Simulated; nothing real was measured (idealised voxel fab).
Process module heading - voxel self aligned vias
Square cells of 5 nm make up the cross-section cut, whose width is 175 nm.
Each cross-section below is a grid of square cells, stated as bands in top-down order, with one or more rows of cells making up each band.
Heights first: top, then bottom, in nm. Then materials, left to right, each with a width in nm. "throughout" on a single material: fills the band edge to edge. "empty": empty space.
Height datum 0, below which the as-received substrate wafer is one material. Lowest band open at the bottom, running downward: "0 -> down".
It should be noted that a width expressed as "30..40" varies in equal increments from row to row of cells within the band, taking the value of the first number at the top row and that of the second number at the bottom row.
What does "nothing altered" mean for a step? It means no cell of the cross-section changed in that step.
Under "Entrapped voids" you'll find the enclosed gaps, the ones with no way out to the top, that are 8 cells or bigger; each reads width x height at distance, with distance counted from the left edge, everything in nm.
Note: text after step settings on the step line = simulator remark on that step.
The setting "overlay nm" may be written on the line of a step. When the step uses a mask, the value reports how far to the right of the planned place the mask lay, and a negative value reports that it lay to the left.

## plan
1. RECEIVE,material Si
2. CONFORMAL_DEP,material SiO2,thk nm 15
3. CONFORMAL_DEP,material SiCN,thk nm 5
4. DIRECTIONAL_DEP,material lowk,thk nm 25
5. DIRECTIONAL_DEP,material aC,thk nm 15
6. PATTERN,tone open,mask id LINES,material resist,width nm 25,pitch nm 65,thk nm 35,overlay nm 0
7. DIRECTIONAL_ETCH,etch materials aC,depth nm 15
8. STRIP,etch materials resist
9. DIRECTIONAL_ETCH,etch materials lowk,depth nm 25
10. STRIP,etch materials aC
11. CONFORMAL_DEP,material TiN,thk nm 5
12. FILL_DEP,material W,thk nm 10
13. CMP,height nm 45
14. SELECTIVE_ETCH,etch materials W Ru TiN,depth nm 5
15. FILL_DEP,material SiN,thk nm 5
16. CMP,height nm 45
17. DIRECTIONAL_DEP,material lowk,thk nm 15
18. MASKED_ETCH,tone open,mask id VIAS,width nm 35,etch materials lowk,depth nm 15,overlay nm 0
19. MASKED_ETCH,tone open,mask id VIAS,width nm 35,etch materials SiN,depth nm 5,overlay nm 0
20. CONFORMAL_DEP,material TiN,thk nm 5
21. FILL_DEP,material Cu,thk nm 5
22. CMP,height nm 60
23. CONFORMAL_DEP,material SiN,thk nm 5

## Wafer, first of two, run as planned

## As-received state of the wafer in cross-section, equivalent to post-step 1
* 0 -> down | Si throughout
* Entrapped voids: none

## How the wafer stands in section after step 2
* 15 -> 0 | SiO2 throughout
* Everything under 0 stays put, no change at all.

## How the wafer stands in section after step 3
* 20 -> 15 | SiCN throughout
* Everything under 15 stays put, no change at all.

## How the wafer stands in section after step 4
* 45 -> 20 | lowk throughout
* Everything under 20 stays put, no change at all.

## How the wafer stands in section after step 5
* 60 -> 45 | aC throughout
* Everything under 45 stays put, no change at all.

## How the wafer stands in section after step 6
* 95 -> 60 | 40 resist | 25 empty | 40 resist | 25 empty | 45 resist
* Everything under 60 stays put, no change at all.

## How the wafer stands in section after step 7
* 80 -> 60 | 40 resist | 25 empty | 40 resist | 25 empty | 45 resist
* 60 -> 45 | 40 aC | 25 empty | 40 aC | 25 empty | 45 aC
* Everything under 45 stays put, no change at all.

## How the wafer stands in section after step 8
* 60 -> 45 | 40 aC | 25 empty | 40 aC | 25 empty | 45 aC
* Everything under 45 stays put, no change at all.

## How the wafer stands in section after step 9
* 60 -> 45 | 40 aC | 25 empty | 40 aC | 25 empty | 45 aC
* 45 -> 20 | 40 lowk | 25 empty | 40 lowk | 25 empty | 45 lowk
* Everything under 20 stays put, no change at all.

## How the wafer stands in section after step 10
* 45 -> 20 | 40 lowk | 25 empty | 40 lowk | 25 empty | 45 lowk
* Everything under 20 stays put, no change at all.

## How the wafer stands in section after step 11
* 50 -> 45 | 45 TiN | 15 empty | 50 TiN | 15 empty | 50 TiN
* 45 -> 25 | 40 lowk | 5 TiN | 15 empty | 5 TiN | 40 lowk | 5 TiN | 15 empty | 5 TiN | 45 lowk
* 25 -> 20 | 40 lowk | 25 TiN | 40 lowk | 25 TiN | 45 lowk
* Everything under 20 stays put, no change at all.

## How the wafer stands in section after step 12
* 60 -> 50 | W throughout
* 50 -> 45 | 45 TiN | 15 W | 50 TiN | 15 W | 50 TiN
* 45 -> 25 | 40 lowk | 5 TiN | 15 W | 5 TiN | 40 lowk | 5 TiN | 15 W | 5 TiN | 45 lowk
* Everything under 25 stays put, no change at all.

## How the wafer stands in section after step 13
* 45 -> 25 | 40 lowk | 5 TiN | 15 W | 5 TiN | 40 lowk | 5 TiN | 15 W | 5 TiN | 45 lowk
* Everything under 25 stays put, no change at all.

## How the wafer stands in section after step 14
* 45 -> 40 | 40 lowk | 25 empty | 40 lowk | 25 empty | 45 lowk
* Everything under 40 stays put, no change at all.

## How the wafer stands in section after step 15
* 50 -> 45 | SiN throughout
* 45 -> 40 | 40 lowk | 25 SiN | 40 lowk | 25 SiN | 45 lowk
* Everything under 40 stays put, no change at all.

## How the wafer stands in section after step 16
* 45 -> 40 | 40 lowk | 25 SiN | 40 lowk | 25 SiN | 45 lowk
* Everything under 40 stays put, no change at all.

## How the wafer stands in section after step 17
* 60 -> 45 | lowk throughout
* Everything under 45 stays put, no change at all.

## How the wafer stands in section after step 18
* 60 -> 45 | 35 lowk | 35 empty | 105 lowk
* Everything under 45 stays put, no change at all.

## How the wafer stands in section after step 19
* 60 -> 45 | 35 lowk | 35 empty | 105 lowk
* 45 -> 40 | 40 lowk | 25 empty | 40 lowk | 25 SiN | 45 lowk
* Everything under 40 stays put, no change at all.

## How the wafer stands in section after step 20
* 65 -> 60 | 40 TiN | 25 empty | 110 TiN
* 60 -> 50 | 35 lowk | 5 TiN | 25 empty | 5 TiN | 105 lowk
* 50 -> 45 | 35 lowk | 10 TiN | 15 empty | 10 TiN | 105 lowk
* 45 -> 40 | 40 lowk | 25 TiN | 40 lowk | 25 SiN | 45 lowk
* Everything under 40 stays put, no change at all.

## How the wafer stands in section after step 21
* 70 -> 65 | Cu throughout
* 65 -> 60 | 40 TiN | 25 Cu | 110 TiN
* 60 -> 50 | 35 lowk | 5 TiN | 25 Cu | 5 TiN | 105 lowk
* 50 -> 45 | 35 lowk | 10 TiN | 15 Cu | 10 TiN | 105 lowk
* Everything under 45 stays put, no change at all.

## How the wafer stands in section after step 22
* 60 -> 50 | 35 lowk | 5 TiN | 25 Cu | 5 TiN | 105 lowk
* Everything under 50 stays put, no change at all.

## How the wafer stands in section after step 23
* 65 -> 60 | SiN throughout
* Everything under 60 stays put, no change at all.

## Notes, second wafer: start = first wafer's, plan = first wafer's, execution had one mistake; history identical to first through step 17

## The second wafer cut through, at the time step 18 was supposed to be finished
* 60 -> 45 | 30 lowk | 35 empty | 110 lowk
* Everything under 45 stays put, no change at all.

## The second wafer cut through, at the time step 19 was supposed to be finished
* 60 -> 45 | 30 lowk | 35 empty | 110 lowk
* 45 -> 40 | 40 lowk | 25 empty | 40 lowk | 25 SiN | 45 lowk
* Everything under 40 stays put, no change at all.

## The second wafer cut through, at the time step 20 was supposed to be finished
* 65 -> 60 | 35 TiN | 25 empty | 115 TiN
* 60 -> 50 | 30 lowk | 5 TiN | 25 empty | 5 TiN | 110 lowk
* 50 -> 45 | 30 lowk | 15 TiN | 15 empty | 5 TiN | 110 lowk
* 45 -> 40 | 40 lowk | 25 TiN | 40 lowk | 25 SiN | 45 lowk
* Everything under 40 stays put, no change at all.

## The second wafer cut through, at the time step 21 was supposed to be finished
* 70 -> 65 | Cu throughout
* 65 -> 60 | 35 TiN | 25 Cu | 115 TiN
* 60 -> 50 | 30 lowk | 5 TiN | 25 Cu | 5 TiN | 110 lowk
* 50 -> 45 | 30 lowk | 15 TiN | 15 Cu | 5 TiN | 110 lowk
* Everything under 45 stays put, no change at all.

## The second wafer cut through, at the time step 22 was supposed to be finished
* 60 -> 50 | 30 lowk | 5 TiN | 25 Cu | 5 TiN | 110 lowk
* Everything under 50 stays put, no change at all.

## The second wafer cut through, at the time step 23 was supposed to be finished
* 65 -> 60 | SiN throughout
* Everything under 60 stays put, no change at all.
Error vs. plan: off-plan run, step 18, actual operation and settings MASKED_ETCH,tone open,mask id VIAS,width nm 35,etch materials lowk,depth nm 15,overlay nm -5
The two final wafers agree on how many cells each material fills and disagree on which cells those are.
